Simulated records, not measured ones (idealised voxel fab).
Documented hereafter: the process module known as voxel capacitor over wiring.
It is cross-section cut that appears here, measuring 235 nm in width, its square cells being 5 nm in size.
Throughout this document, each cross-section is represented as a grid of square cells and is presented as a sequence of bands enumerated from the top downward, where a band comprises one or more rows of cells. Each band's line starts with the height of the band's top and of its bottom, in nm. Then come its materials from left to right, each with its width in nm. One material with "all across" fills the band from edge to edge. "blank" is empty space. Note: height 0 marks the level under which the wafer is uniformly one material as received. Lowest band unbounded below, written "0 -> down". Top row gets the first number, bottom row gets the second, and each row in between changes by the same step: that is how a band width like "30 to 40" works. Where a step carries "same as before", the cross-section came out of it unchanged, cell for cell. Voids not open to the top, 8 cells minimum: see "Sealed cavities". Written width x height at distance; distance is from the left edge; nm. Where a step's line continues beyond its settings, the continuation is a remark by the simulator itself on that step. Steps that use a mask can have "overlay nm" on their line. It says how far the mask sat to the right of where it was meant to be. Negative means to the left.
**These are the steps we planned for the process**
1 RECEIVE: material Si
2 CONFORMAL_DEP: material SiO2, thk nm 10
3 DIRECTIONAL_DEP: material TiN, thk nm 5
4 DIRECTIONAL_DEP: material Ru, thk nm 25
5 DIRECTIONAL_DEP: material aC, thk nm 10
6 PATTERN: tone cover, mask id METAL_1, material resist, width nm 30, pitch nm 90, thk nm 25, overlay nm 0
7 DIRECTIONAL_ETCH: etch materials aC, depth nm 10
8 STRIP: etch materials resist
9 DIRECTIONAL_ETCH: etch materials Ru, depth nm 25
10 DIRECTIONAL_ETCH: etch materials TiN, depth nm 5
11 STRIP: etch materials aC
12 CONFORMAL_DEP: material SiN, thk nm 5
13 FILL_DEP: material SiO2, thk nm 5
14 CMP: height nm 40
15 CONFORMAL_DEP: material SiCN, thk nm 5
16 DIRECTIONAL_DEP: material lowk, thk nm 10
17 DIRECTIONAL_DEP: material aC, thk nm 10
18 PATTERN: tone open, mask id PLUG_1, material resist, width nm 15, thk nm 25, overlay nm 0
19 DIRECTIONAL_ETCH: etch materials aC, depth nm 10
20 STRIP: etch materials resist
21 DIRECTIONAL_ETCH: etch materials lowk, depth nm 10
22 DIRECTIONAL_ETCH: etch materials SiCN, depth nm 5
23 STRIP: etch materials aC
24 EPI: material Ru, thk nm 10
25 EPI: material Ru, thk nm 5
26 DIRECTIONAL_DEP: material TiN, thk nm 10
27 DIRECTIONAL_DEP: material Al2O3, thk nm 5
28 DIRECTIONAL_DEP: material TiN, thk nm 10
29 PATTERN: tone cover, mask id UPPER_PLATE, material resist, width nm 65, thk nm 20, overlay nm 0
30 DIRECTIONAL_ETCH: etch materials TiN, depth nm 10
31 DIRECTIONAL_ETCH: etch materials Al2O3, depth nm 5
32 STRIP: etch materials resist
33 DIRECTIONAL_DEP: material aC, thk nm 15
34 PATTERN: tone cover, mask id LOWER_PLATE, material resist, width nm 65, thk nm 35, overlay nm 0
35 DIRECTIONAL_ETCH: etch materials aC, depth nm 15
36 STRIP: etch materials resist
37 DIRECTIONAL_ETCH: etch materials TiN, depth nm 10
38 STRIP: etch materials aC
39 FILL_DEP: material SiO2, thk nm 15
40 CMP: height nm 90
41 MASKED_ETCH: tone open, mask id PLUG_2, width nm 15, etch materials SiO2, depth nm 10, overlay nm 0
42 CONFORMAL_DEP: material TiN, thk nm 5
43 FILL_DEP: material W, thk nm 5
44 CMP: height nm 90
45 CONFORMAL_DEP: material SiCN, thk nm 5
Don't read the plan's width nm for step 34 as applying to every wafer: that's the first wafer's value, and the wafers differ in it, though they all start identical.
**As-received state after step 1, first of several wafers, cross-section**
> 0 -> down  Si all across
> Sealed cavities: none
**The rows of the table below are wafers. Looking at the end of the module, a row counts, for every material, the cells the wafer has gained, shown as (+), or lost, shown as (-), since it was received; its closed voids come next**
width nm 65, +13 Al2O3, +69 Ru, +91 SiCN, +55 SiN, +507 SiO2, +69 TiN, +1 W, +88 lowk, Sealed cavities: none
width nm 70, +13 Al2O3, +69 Ru, +91 SiCN, +55 SiN, +505 SiO2, +71 TiN, +1 W, +88 lowk, Sealed cavities: none
width nm 75, +13 Al2O3, +69 Ru, +91 SiCN, +55 SiN, +503 SiO2, +73 TiN, +1 W, +88 lowk, Sealed cavities: none
width nm 80, +13 Al2O3, +69 Ru, +91 SiCN, +55 SiN, +501 SiO2, +75 TiN, +1 W, +88 lowk, Sealed cavities: none
width nm 85, +13 Al2O3, +69 Ru, +91 SiCN, +55 SiN, +499 SiO2, +77 TiN, +1 W, +88 lowk, Sealed cavities: none
width nm 90, +13 Al2O3, +69 Ru, +91 SiCN, +55 SiN, +497 SiO2, +79 TiN, +1 W, +88 lowk, Sealed cavities: none
